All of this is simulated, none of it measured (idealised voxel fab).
Documented hereafter: the process module known as voxel self aligned vias.
Square cell edge 5 nm, section width 185 nm, ID cut.
Cross-sections here: square-cell grids, written as top-down lists of bands, a band being one or more rows of cells.
Band: top height; bottom height; in nm. Then, left to right: material with width in nm, for each material. "throughout": a single material spanning edge to edge. "blank": empty space.
For the purposes of this specification, 0 denotes the height below which the wafer in its as-received condition is composed wholly of one material, and the lowermost band, lacking a lower limit, extends downward without end, as expressed in "0 -> down".
The width entry "30 to 40" should be interpreted row by row: the top row of cells in the band takes the first number, the bottom row takes the second number, and the change between adjacent rows is uniform throughout.
Basically "no modification" means that step didn't change any cell in the cross-section.
"Encapsulated voids" means: voids of 8 cells or more that are shut off from the top with no open way through. Written width x height at distance, distance from the left edge, in nm.
Formally, on a step line, whatever follows the settings is a remark that the simulator itself makes on the step.
When a step includes a mask, the "overlay nm" setting on its line states how far to the right of its planned place that mask lay, and negative values state how far to the left.
Intended process steps
1) RECEIVE: material Si
2) CONFORMAL_DEP: material SiO2, thk nm 15
3) CONFORMAL_DEP: material SiCN, thk nm 5
4) DIRECTIONAL_DEP: material lowk, thk nm 30
5) PATTERN: tone open, mask id LINES, material resist, width nm 20, pitch nm 60, thk nm 15, overlay nm 0
6) DIRECTIONAL_ETCH: etch materials lowk, depth nm 30
7) STRIP: etch materials resist
8) CONFORMAL_DEP: material TiN, thk nm 5
9) FILL_DEP: material Ru, thk nm 10
10) CMP: height nm 50
11) SELECTIVE_ETCH: etch materials W Ru TiN, depth nm 10
12) FILL_DEP: material SiN, thk nm 10
13) CMP: height nm 50
14) DIRECTIONAL_DEP: material lowk, thk nm 15
15) PATTERN: tone open, mask id VIAS, material resist, width nm 30, pitch nm 60, thk nm 20, overlay nm 0
16) DIRECTIONAL_ETCH: etch materials lowk, depth nm 15
17) DIRECTIONAL_ETCH: etch materials SiN, depth nm 10
18) STRIP: etch materials resist
19) CONFORMAL_DEP: material TiN, thk nm 5
20) FILL_DEP: material Ru, thk nm 5
21) CMP: height nm 65
22) CONFORMAL_DEP: material SiN, thk nm 5
Cross-section of the incoming wafer, state after step 1
0 -> down  Si throughout
Encapsulated voids: none
The following cross-section depicts the wafer upon conclusion of the module. Processing commenced from the starting condition illustrated above and adhered to the plan illustrated above, save for one mistake in execution
70 -> 65  SiN throughout
65 -> 55  lowk (15) / TiN (5) / Ru (20) / TiN (5) / lowk (30) / TiN (5) / Ru (20) / TiN (5) / lowk (30) / TiN (5) / Ru (20) / TiN (5) / lowk (20)
55 -> 50  lowk (15) / TiN (30) / lowk (30) / TiN (30) / lowk (30) / TiN (30) / lowk (20)
50 -> 40  SiN (15) / TiN (5) / lowk (20) / TiN (5) / SiN (30) / TiN (5) / lowk (20) / TiN (5) / SiN (30) / TiN (5) / lowk (20) / TiN (5) / SiN (20)
40 -> 25  Ru (15) / TiN (5) / lowk (20) / TiN (5) / Ru (30) / TiN (5) / lowk (20) / TiN (5) / Ru (30) / TiN (5) / lowk (20) / TiN (5) / Ru (20)
25 -> 20  TiN (20) / lowk (20) / TiN (40) / lowk (20) / TiN (40) / lowk (20) / TiN (25)
20 -> 15  SiCN throughout
15 -> 0  SiO2 throughout
0 -> down  Si throughout
Encapsulated voids: none
what went wrong: note that step 5 departed from the planned setting and was carried out as PATTERN: tone cover, mask id LINES, material resist, width nm 20, pitch nm 60, thk nm 15, overlay nm 0
